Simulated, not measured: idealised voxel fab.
A process module follows: voxel wiring stack.
FYI the section here is cut, 180 nm wide, cells are 5 nm squares.
A cross-section in this document is a grid of square cells, and it is written down as bands, the top band listed before the ones below it; a band is made up of one or more rows of cells.
This entry defines a band. It first specifies the height of the band's top and the height of its bottom in nm, and then specifies the band's materials from left to right, stating each material with its width in nm. The word "full width" identifies a single material that fills the band from edge to edge, while the word "blank" identifies empty space.
Heights are reckoned from 0. Under this level, the received wafer is all of one material. The bottommost band is open-ended downward, for example "from 0 down".
A width given as "30..40" starts at the first number in the band's top row and ends at the second number in its bottom row, shifting by an equal amount at every step from row to row.
"stayed the same" (step): cross-section cells unchanged, all of them.
"Closed void inventory" means: voids of 8 cells or more that are shut off from the top with no open way through. Written width x height at distance, distance from the left edge, in nm.
Anything after a step's settings on that line? It's the simulator's own note about the step.
For masked steps, "overlay nm" on the step line gives how far right of plan the mask actually lay; a minus sign means it lay to the left.

-- Process steps (planned)
1) RECEIVE,material Si
2) CONFORMAL_DEP,material SiO2,thk nm 15
3) DIRECTIONAL_DEP,material TiN,thk nm 5
4) DIRECTIONAL_DEP,material W,thk nm 20
5) PATTERN,tone cover,mask id METAL_1,material resist,width nm 20,pitch nm 45,thk nm 15,overlay nm 0
6) DIRECTIONAL_ETCH,etch materials W,depth nm 20
7) DIRECTIONAL_ETCH,etch materials TiN,depth nm 5
8) STRIP,etch materials resist
9) CONFORMAL_DEP,material SiCN,thk nm 5
10) FILL_DEP,material SiO2,thk nm 5
11) CMP,height nm 40
12) CONFORMAL_DEP,material SiCN,thk nm 5
13) DIRECTIONAL_DEP,material lowk,thk nm 25
14) MASKED_ETCH,tone open,mask id METAL_2,width nm 20,pitch nm 45,etch materials lowk,depth nm 15,overlay nm 0
15) PATTERN,tone open,mask id METAL_2_HOLES,material resist,width nm 15,thk nm 20,overlay nm 0
16) DIRECTIONAL_ETCH,etch materials lowk,depth nm 10
17) DIRECTIONAL_ETCH,etch materials SiCN,depth nm 5
18) STRIP,etch materials resist
19) CONFORMAL_DEP,material TiN,thk nm 5
20) FILL_DEP,material Cu,thk nm 5
21) CMP,height nm 70
22) CONFORMAL_DEP,material SiN,thk nm 5

-- What follows covers the first of two wafers; it ran as planned

-- Wafer cross-section on receipt, i.e. after step 1
from 0 down: Si full width
Closed void inventory: none

-- The wafer, seen in cross-section, after step 2
from 15 to 0: SiO2 full width
Below a height of 0, the structure has not been altered.

-- The wafer, seen in cross-section, after step 3
from 20 to 15: TiN full width
Below a height of 15, the structure has not been altered.

-- The wafer, seen in cross-section, after step 4
from 40 to 20: W full width
Below a height of 20, the structure has not been altered.

-- The wafer, seen in cross-section, after step 5
from 55 to 40: 55 nm blank | 20 nm resist | 25 nm blank | 20 nm resist | 60 nm blank
Below a height of 40, the structure has not been altered.

-- The wafer, seen in cross-section, after step 6
from 55 to 40: 55 nm blank | 20 nm resist | 25 nm blank | 20 nm resist | 60 nm blank
from 40 to 20: 55 nm blank | 20 nm W | 25 nm blank | 20 nm W | 60 nm blank
Below a height of 20, the structure has not been altered.

-- The wafer, seen in cross-section, after step 7
from 55 to 40: 55 nm blank | 20 nm resist | 25 nm blank | 20 nm resist | 60 nm blank
from 40 to 20: 55 nm blank | 20 nm W | 25 nm blank | 20 nm W | 60 nm blank
from 20 to 15: 55 nm blank | 20 nm TiN | 25 nm blank | 20 nm TiN | 60 nm blank
Below a height of 15, the structure has not been altered.

-- The wafer, seen in cross-section, after step 8
from 40 to 20: 55 nm blank | 20 nm W | 25 nm blank | 20 nm W | 60 nm blank
Below a height of 20, the structure has not been altered.

-- The wafer, seen in cross-section, after step 9
from 45 to 40: 50 nm blank | 30 nm SiCN | 15 nm blank | 30 nm SiCN | 55 nm blank
from 40 to 20: 50 nm blank | 5 nm SiCN | 20 nm W | 5 nm SiCN | 15 nm blank | 5 nm SiCN | 20 nm W | 5 nm SiCN | 55 nm blank
from 20 to 15: 55 nm SiCN | 20 nm TiN | 25 nm SiCN | 20 nm TiN | 60 nm SiCN
Below a height of 15, the structure has not been altered.

-- The wafer, seen in cross-section, after step 10
from 50 to 45: SiO2 full width
from 45 to 40: 50 nm SiO2 | 30 nm SiCN | 15 nm SiO2 | 30 nm SiCN | 55 nm SiO2
from 40 to 20: 50 nm SiO2 | 5 nm SiCN | 20 nm W | 5 nm SiCN | 15 nm SiO2 | 5 nm SiCN | 20 nm W | 5 nm SiCN | 55 nm SiO2
Below a height of 20, the structure has not been altered.

-- The wafer, seen in cross-section, after step 11
from 40 to 20: 50 nm SiO2 | 5 nm SiCN | 20 nm W | 5 nm SiCN | 15 nm SiO2 | 5 nm SiCN | 20 nm W | 5 nm SiCN | 55 nm SiO2
Below a height of 20, the structure has not been altered.

-- The wafer, seen in cross-section, after step 12
from 45 to 40: SiCN full width
Below a height of 40, the structure has not been altered.

-- The wafer, seen in cross-section, after step 13
from 70 to 45: lowk full width
Below a height of 45, the structure has not been altered.

-- The wafer, seen in cross-section, after step 14
from 70 to 55: 55 nm lowk | 20 nm blank | 25 nm lowk | 20 nm blank | 60 nm lowk
Below a height of 55, the structure has not been altered.

-- The wafer, seen in cross-section, after step 15
from 90 to 70: 55 nm resist | 15 nm blank | 110 nm resist
from 70 to 55: 55 nm lowk | 15 nm blank | 5 nm resist | 25 nm lowk | 20 nm resist | 60 nm lowk
Below a height of 55, the structure has not been altered.

-- The wafer, seen in cross-section, after step 16
from 90 to 70: 55 nm resist | 15 nm blank | 110 nm resist
from 70 to 55: 55 nm lowk | 15 nm blank | 5 nm resist | 25 nm lowk | 20 nm resist | 60 nm lowk
from 55 to 45: 55 nm lowk | 15 nm blank | 110 nm lowk
Below a height of 45, the structure has not been altered.

-- The wafer, seen in cross-section, after step 17
from 90 to 70: 55 nm resist | 15 nm blank | 110 nm resist
from 70 to 55: 55 nm lowk | 15 nm blank | 5 nm resist | 25 nm lowk | 20 nm resist | 60 nm lowk
from 55 to 45: 55 nm lowk | 15 nm blank | 110 nm lowk
from 45 to 40: 55 nm SiCN | 15 nm blank | 110 nm SiCN
Below a height of 40, the structure has not been altered.

-- The wafer, seen in cross-section, after step 18
from 70 to 55: 55 nm lowk | 20 nm blank | 25 nm lowk | 20 nm blank | 60 nm lowk
Below a height of 55, the structure has not been altered.

-- The wafer, seen in cross-section, after step 19
from 75 to 70: 60 nm TiN | 10 nm blank | 35 nm TiN | 10 nm blank | 65 nm TiN
from 70 to 60: 55 nm lowk | 5 nm TiN | 10 nm blank | 5 nm TiN | 25 nm lowk | 5 nm TiN | 10 nm blank | 5 nm TiN | 60 nm lowk
from 60 to 55: 55 nm lowk | 5 nm TiN | 5 nm blank | 10 nm TiN | 25 nm lowk | 20 nm TiN | 60 nm lowk
from 55 to 45: 55 nm lowk | 5 nm TiN | 5 nm blank | 5 nm TiN | 110 nm lowk
from 45 to 40: 55 nm SiCN | 15 nm TiN | 110 nm SiCN
Below a height of 40, the structure has not been altered.

-- The wafer, seen in cross-section, after step 20
from 80 to 75: Cu full width
from 75 to 70: 60 nm TiN | 10 nm Cu | 35 nm TiN | 10 nm Cu | 65 nm TiN
from 70 to 60: 55 nm lowk | 5 nm TiN | 10 nm Cu | 5 nm TiN | 25 nm lowk | 5 nm TiN | 10 nm Cu | 5 nm TiN | 60 nm lowk
from 60 to 55: 55 nm lowk | 5 nm TiN | 5 nm Cu | 10 nm TiN | 25 nm lowk | 20 nm TiN | 60 nm lowk
from 55 to 45: 55 nm lowk | 5 nm TiN | 5 nm Cu | 5 nm TiN | 110 nm lowk
Below a height of 45, the structure has not been altered.

-- The wafer, seen in cross-section, after step 21
from 70 to 60: 55 nm lowk | 5 nm TiN | 10 nm Cu | 5 nm TiN | 25 nm lowk | 5 nm TiN | 10 nm Cu | 5 nm TiN | 60 nm lowk
Below a height of 60, the structure has not been altered.

-- The wafer, seen in cross-section, after step 22
from 75 to 70: SiN full width
Below a height of 70, the structure has not been altered.

-- Second wafer, same starting state and plan as the first, one mistake in the run, identical through step 11

-- At the planned end of step 12, the second wafer in cross-section
from 45 to 40: lowk full width
Below a height of 40, the structure has not been altered.

-- At the planned end of step 13, the second wafer in cross-section
from 70 to 40: lowk full width
Below a height of 40, the structure has not been altered.

-- At the planned end of step 14, the second wafer in cross-section
from 70 to 55: 55 nm lowk | 20 nm blank | 25 nm lowk | 20 nm blank | 60 nm lowk
Below a height of 55, the structure has not been altered.

-- At the planned end of step 15, the second wafer in cross-section
from 90 to 70: 55 nm resist | 15 nm blank | 110 nm resist
from 70 to 55: 55 nm lowk | 15 nm blank | 5 nm resist | 25 nm lowk | 20 nm resist | 60 nm lowk
Below a height of 55, the structure has not been altered.

-- At the planned end of step 16, the second wafer in cross-section
from 90 to 70: 55 nm resist | 15 nm blank | 110 nm resist
from 70 to 55: 55 nm lowk | 15 nm blank | 5 nm resist | 25 nm lowk | 20 nm resist | 60 nm lowk
from 55 to 45: 55 nm lowk | 15 nm blank | 110 nm lowk
Below a height of 45, the structure has not been altered.

At the planned end of step 17, the second wafer in cross-section: stayed the same

-- At the planned end of step 18, the second wafer in cross-section
from 70 to 55: 55 nm lowk | 20 nm blank | 25 nm lowk | 20 nm blank | 60 nm lowk
Below a height of 55, the structure has not been altered.

-- At the planned end of step 19, the second wafer in cross-section
from 75 to 70: 60 nm TiN | 10 nm blank | 35 nm TiN | 10 nm blank | 65 nm TiN
from 70 to 60: 55 nm lowk | 5 nm TiN | 10 nm blank | 5 nm TiN | 25 nm lowk | 5 nm TiN | 10 nm blank | 5 nm TiN | 60 nm lowk
from 60 to 55: 55 nm lowk | 5 nm TiN | 5 nm blank | 10 nm TiN | 25 nm lowk | 20 nm TiN | 60 nm lowk
from 55 to 50: 55 nm lowk | 5 nm TiN | 5 nm blank | 5 nm TiN | 110 nm lowk
from 50 to 45: 55 nm lowk | 15 nm TiN | 110 nm lowk
Below a height of 45, the structure has not been altered.

-- At the planned end of step 20, the second wafer in cross-section
from 80 to 75: Cu full width
from 75 to 70: 60 nm TiN | 10 nm Cu | 35 nm TiN | 10 nm Cu | 65 nm TiN
from 70 to 60: 55 nm lowk | 5 nm TiN | 10 nm Cu | 5 nm TiN | 25 nm lowk | 5 nm TiN | 10 nm Cu | 5 nm TiN | 60 nm lowk
from 60 to 55: 55 nm lowk | 5 nm TiN | 5 nm Cu | 10 nm TiN | 25 nm lowk | 20 nm TiN | 60 nm lowk
from 55 to 50: 55 nm lowk | 5 nm TiN | 5 nm Cu | 5 nm TiN | 110 nm lowk
Below a height of 50, the structure has not been altered.

-- At the planned end of step 21, the second wafer in cross-section
from 70 to 60: 55 nm lowk | 5 nm TiN | 10 nm Cu | 5 nm TiN | 25 nm lowk | 5 nm TiN | 10 nm Cu | 5 nm TiN | 60 nm lowk
Below a height of 60, the structure has not been altered.

-- At the planned end of step 22, the second wafer in cross-section
from 75 to 70: SiN full width
Below a height of 70, the structure has not been altered.
What broke from the plan during processing? contrary to plan, step 12 was performed as CONFORMAL_DEP,material lowk,thk nm 5
Bottom line after processing is that, in cells, the second wafer is up or down on some materials versus the first: Cu: 1 fewer; SiCN: 33 fewer; TiN: 2 fewer; lowk: 36 more
